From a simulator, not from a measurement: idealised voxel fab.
process module | voxel spacer lines
cross-section cut | 200 nm wide | cells 5 nm
A cross-section is a grid of square cells, given in bands from the top down. A band is one or more rows of cells.
Each band's line starts with the height of the band's top and of its bottom, in nm. Then come its materials from left to right, each with its width in nm. One material with "throughout" fills the band from edge to edge. "air" is empty space.
Height 0 is the level under which the wafer as received is all one material. The lowest band goes on downwards, as in "0 down".
A width such as "30 to 40" changes by the same amount from each row of cells to the next, from the band's top row to its bottom row.
"no change" after a step means that no cell of the cross-section changed.
closed voids: empty space of 8 cells or more with no open way to the top, each as width x height at its distance from the left edge, in nm
after a step's settings: what the simulator itself notes on the step
overlay nm, on a step with a mask: how far to the right of its planned place the mask lay; to the left if negative
plan
1 op RECEIVE | material Si
2 op CONFORMAL_DEP | material Al2O3 | thk nm 5
3 op DIRECTIONAL_DEP | material TiN | thk nm 15
4 op DIRECTIONAL_DEP | material aC | thk nm 25
5 op PATTERN | tone cover | mask id MANDREL | material resist | width nm 20 | pitch nm 60 | thk nm 35 | overlay nm 0
6 op DIRECTIONAL_ETCH | etch materials aC | depth nm 25
7 op STRIP | etch materials resist
8 op CONFORMAL_DEP | material SiO2 | thk nm 10
9 op DIRECTIONAL_ETCH | etch materials SiO2 | depth nm 10
10 op STRIP | etch materials aC
11 op DIRECTIONAL_ETCH | etch materials TiN | depth nm 15
12 op STRIP | etch materials SiO2
13 op FILL_DEP | material lowk | thk nm 5
14 op CMP | height nm 20
first wafer, as planned
as received, after step 1
  0 down: Si throughout
  closed voids: none
after step 2
  5 to 0: Al2O3 throughout
  below 0: unchanged
after step 3
  20 to 5: TiN throughout
  below 5: unchanged
after step 4
  45 to 20: aC throughout
  below 20: unchanged
after step 5
  80 to 45: air 60 | resist 20 | air 40 | resist 20 | air 60
  below 45: unchanged
after step 6
  55 to 45: air 60 | resist 20 | air 40 | resist 20 | air 60
  45 to 20: air 60 | aC 20 | air 40 | aC 20 | air 60
  below 20: unchanged
after step 7
  45 to 20: air 60 | aC 20 | air 40 | aC 20 | air 60
  below 20: unchanged
after step 8
  55 to 45: air 50 | SiO2 40 | air 20 | SiO2 40 | air 50
  45 to 30: air 50 | SiO2 10 | aC 20 | SiO2 10 | air 20 | SiO2 10 | aC 20 | SiO2 10 | air 50
  30 to 20: SiO2 60 | aC 20 | SiO2 40 | aC 20 | SiO2 60
  below 20: unchanged
after step 9
  45 to 20: air 50 | SiO2 10 | aC 20 | SiO2 10 | air 20 | SiO2 10 | aC 20 | SiO2 10 | air 50
  below 20: unchanged
after step 10
  45 to 20: air 50 | SiO2 10 | air 20 | SiO2 10 | air 20 | SiO2 10 | air 20 | SiO2 10 | air 50
  below 20: unchanged
after step 11
  45 to 20: air 50 | SiO2 10 | air 20 | SiO2 10 | air 20 | SiO2 10 | air 20 | SiO2 10 | air 50
  20 to 5: air 50 | TiN 10 | air 20 | TiN 10 | air 20 | TiN 10 | air 20 | TiN 10 | air 50
  below 5: unchanged
after step 12
  20 to 5: air 50 | TiN 10 | air 20 | TiN 10 | air 20 | TiN 10 | air 20 | TiN 10 | air 50
  below 5: unchanged
after step 13
  25 to 20: lowk throughout
  20 to 5: lowk 50 | TiN 10 | lowk 20 | TiN 10 | lowk 20 | TiN 10 | lowk 20 | TiN 10 | lowk 50
  below 5: unchanged
after step 14
  20 to 5: lowk 50 | TiN 10 | lowk 20 | TiN 10 | lowk 20 | TiN 10 | lowk 20 | TiN 10 | lowk 50
  below 5: unchanged
second wafer: like start, like plan, one mistake. Through step 4 it matches the first wafer
when step 5 should have ended
  80 to 45: air 55 | resist 30 | air 30 | resist 30 | air 55
  below 45: unchanged
when step 6 should have ended
  55 to 45: air 55 | resist 30 | air 30 | resist 30 | air 55
  45 to 20: air 55 | aC 30 | air 30 | aC 30 | air 55
  below 20: unchanged
when step 7 should have ended
  45 to 20: air 55 | aC 30 | air 30 | aC 30 | air 55
  below 20: unchanged
when step 8 should have ended
  55 to 45: air 45 | SiO2 50 | air 10 | SiO2 50 | air 45
  45 to 30: air 45 | SiO2 10 | aC 30 | SiO2 10 | air 10 | SiO2 10 | aC 30 | SiO2 10 | air 45
  30 to 20: SiO2 55 | aC 30 | SiO2 30 | aC 30 | SiO2 55
  below 20: unchanged
when step 9 should have ended
  45 to 20: air 45 | SiO2 10 | aC 30 | SiO2 10 | air 10 | SiO2 10 | aC 30 | SiO2 10 | air 45
  below 20: unchanged
when step 10 should have ended
  45 to 20: air 45 | SiO2 10 | air 30 | SiO2 10 | air 10 | SiO2 10 | air 30 | SiO2 10 | air 45
  below 20: unchanged
when step 11 should have ended
  45 to 20: air 45 | SiO2 10 | air 30 | SiO2 10 | air 10 | SiO2 10 | air 30 | SiO2 10 | air 45
  20 to 5: air 45 | TiN 10 | air 30 | TiN 10 | air 10 | TiN 10 | air 30 | TiN 10 | air 45
  below 5: unchanged
when step 12 should have ended
  20 to 5: air 45 | TiN 10 | air 30 | TiN 10 | air 10 | TiN 10 | air 30 | TiN 10 | air 45
  below 5: unchanged
when step 13 should have ended
  25 to 20: lowk throughout
  20 to 5: lowk 45 | TiN 10 | lowk 30 | TiN 10 | lowk 10 | TiN 10 | lowk 30 | TiN 10 | lowk 45
  below 5: unchanged
when step 14 should have ended
  20 to 5: lowk 45 | TiN 10 | lowk 30 | TiN 10 | lowk 10 | TiN 10 | lowk 30 | TiN 10 | lowk 45
  below 5: unchanged
what went wrong: step 5 ran as: op PATTERN | tone cover | mask id MANDREL | material resist | width nm 30 | pitch nm 60 | thk nm 35 | overlay nm 0
at the end the second wafer has, in cells: as many of each material as the first, in other places
